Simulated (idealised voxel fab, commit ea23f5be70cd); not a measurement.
process module | voxel transistor to metal
cross-section cut | 185 nm wide | cells 5 nm
A cross-section is a grid of square cells, given in bands from the top down. A band is one or more rows of cells.
Each band's line starts with the height of the band's top and of its bottom, in nm. Then come its materials from left to right, each with its width in nm. One material with "throughout" fills the band from edge to edge. "air" is empty space.
Height 0 is the level under which the wafer as received is all one material. The lowest band goes on downwards, as in "0 down".
A width such as "30 to 40" changes by the same amount from each row of cells to the next, from the band's top row to its bottom row.
"no change" after a step means that no cell of the cross-section changed.
closed voids: empty space of 8 cells or more with no open way to the top, each as width x height at its distance from the left edge, in nm
after a step's settings: what the simulator itself notes on the step
overlay nm, on a step with a mask: how far to the right of its planned place the mask lay; to the left if negative
plan
1 op RECEIVE | material Si
2 op CONFORMAL_DEP | material SiO2 | thk nm 5
3 op CONFORMAL_DEP | material SiN | thk nm 10
4 op PATTERN | tone cover | mask id ACTIVE | material resist | width nm 85 | thk nm 20 | overlay nm 0
5 op DIRECTIONAL_ETCH | etch materials SiN | depth nm 10
6 op DIRECTIONAL_ETCH | etch materials SiO2 | depth nm 5
7 op DIRECTIONAL_ETCH | etch materials Si | depth nm 20
8 op STRIP | etch materials resist
9 op OXIDIZE | depth nm 5
10 op FILL_DEP | material SiO2 | thk nm 15
11 op CMP | height nm 15
12 op SELECTIVE_ETCH | etch materials SiO2 | depth nm 5
13 op STRIP | etch materials SiN
14 op SELECTIVE_ETCH | etch materials SiO2 | depth nm 5
15 op OXIDIZE | depth nm 5
16 op DIRECTIONAL_DEP | material polySi | thk nm 25
17 op DIRECTIONAL_DEP | material SiCN | thk nm 15
18 op DIRECTIONAL_DEP | material aC | thk nm 10
19 op PATTERN | tone cover | mask id GATE | material resist | width nm 15 | thk nm 25 | overlay nm 0
20 op DIRECTIONAL_ETCH | etch materials aC | depth nm 10
21 op STRIP | etch materials resist
22 op DIRECTIONAL_ETCH | etch materials SiCN | depth nm 25
23 op DIRECTIONAL_ETCH | etch materials polySi | depth nm 35
24 op STRIP | etch materials aC
25 op CONFORMAL_DEP | material SiN | thk nm 10
26 op DIRECTIONAL_ETCH | etch materials SiN | depth nm 10
27 op DIRECTIONAL_ETCH | etch materials SiO2 | depth nm 5
28 op EPI | material SiGe | thk nm 5
29 op FILL_DEP | material SiO2 | thk nm 10
30 op CMP | height nm 40
31 op DIRECTIONAL_DEP | material SiO2 | thk nm 15
32 op MASKED_ETCH | tone open | mask id CONTACT | width nm 15 | pitch nm 60 | etch materials SiO2 | depth nm 55 | overlay nm 0
33 op CONFORMAL_DEP | material TiN | thk nm 5
34 op FILL_DEP | material W | thk nm 5
35 op CMP | height nm 55
36 op CONFORMAL_DEP | material SiCN | thk nm 5
37 op DIRECTIONAL_DEP | material SiO2 | thk nm 20
38 op PATTERN | tone open | mask id METAL_1 | material resist | width nm 15 | pitch nm 60 | thk nm 15 | overlay nm 0
39 op DIRECTIONAL_ETCH | etch materials SiO2 | depth nm 20
40 op DIRECTIONAL_ETCH | etch materials SiCN | depth nm 5
41 op STRIP | etch materials resist
42 op CONFORMAL_DEP | material TiN | thk nm 5
43 op FILL_DEP | material Cu | thk nm 5
44 op CMP | height nm 80
45 op CONFORMAL_DEP | material SiN | thk nm 5
varied across the wafers: width nm of step 19. The plan shows the first wafer's value. All wafers start alike
first wafer as received, after step 1
  0 down: Si throughout
  closed voids: none
first wafer at the end, after step 45
  85 to 80: SiN throughout
  80 to 60: SiO2 55 | TiN 5 | Cu 5 | TiN 5 | SiO2 45 | TiN 5 | Cu 5 | TiN 5 | SiO2 55
  60 to 55: SiCN 55 | TiN 15 | SiCN 45 | TiN 15 | SiCN 55
  55 to 40: SiO2 55 | TiN 5 | W 5 | TiN 5 | SiO2 45 | TiN 5 | W 5 | TiN 5 | SiO2 55
  40 to 25: SiO2 55 | TiN 5 | W 5 | TiN 5 | SiO2 5 | SiN 10 | SiCN 15 | SiN 10 | SiO2 5 | TiN 5 | W 5 | TiN 5 | SiO2 55
  25 to 5: SiO2 55 | TiN 5 | W 5 | TiN 5 | SiO2 5 | SiN 10 | polySi 15 | SiN 10 | SiO2 5 | TiN 5 | W 5 | TiN 5 | SiO2 55
  5 to 0: SiO2 45 | SiN 10 | TiN 15 | SiO2 5 | SiN 10 | polySi 15 | SiN 10 | SiO2 5 | TiN 15 | SiN 10 | SiO2 45
  0 to -5: SiO2 55 | SiGe 20 | SiO2 35 | SiGe 20 | SiO2 55
  -5 to -25: SiO2 55 | Si 75 | SiO2 55
  -25 down: Si throughout
  closed voids: none
last wafer at the end
  85 to 80: SiN throughout
  80 to 60: SiO2 55 | TiN 5 | Cu 5 | TiN 5 | SiO2 45 | TiN 5 | Cu 5 | TiN 5 | SiO2 55
  60 to 55: SiCN 55 | TiN 15 | SiCN 45 | TiN 15 | SiCN 55
  55 to 45: SiO2 55 | TiN 5 | W 5 | TiN 5 | SiO2 45 | TiN 5 | W 5 | TiN 5 | SiO2 55
  45 to 40: SiO2 55 | TiN 5 | W 5 | TiN 5 | SiO2 45 | TiN 15 | SiO2 55
  40 to 25: SiO2 55 | TiN 5 | W 5 | TiN 5 | SiN 10 | SiCN 30 | SiN 10 | TiN 10 | SiO2 55
  25 to 5: SiO2 55 | TiN 5 | W 5 | TiN 5 | SiN 10 | polySi 30 | SiN 10 | TiN 10 | SiO2 55
  5 to 0: SiO2 45 | SiN 10 | TiN 15 | SiN 10 | polySi 30 | SiN 10 | TiN 10 | SiN 10 | SiO2 45
  0 to -5: SiO2 55 | SiGe 15 | SiO2 50 | SiGe 10 | SiO2 55
  -5 to -25: SiO2 55 | Si 75 | SiO2 55
  -25 down: Si throughout
  closed voids: none
each wafer at the end: cells of each material gained (+) or lost (-) since it was received, then its closed voids
width nm 15 | +8 Cu | -125 Si | +40 SiCN | +8 SiGe | +73 SiN | +522 SiO2 | +68 TiN | +20 W | +15 polySi | closed voids: none
width nm 20 | +8 Cu | -125 Si | +43 SiCN | +7 SiGe | +73 SiN | +515 SiO2 | +68 TiN | +20 W | +20 polySi | closed voids: none
width nm 25 | +8 Cu | -125 Si | +46 SiCN | +6 SiGe | +73 SiN | +508 SiO2 | +68 TiN | +20 W | +25 polySi | closed voids: none
width nm 30 | +8 Cu | -125 Si | +49 SiCN | +5 SiGe | +73 SiN | +509 SiO2 | +68 TiN | +12 W | +30 polySi | closed voids: none
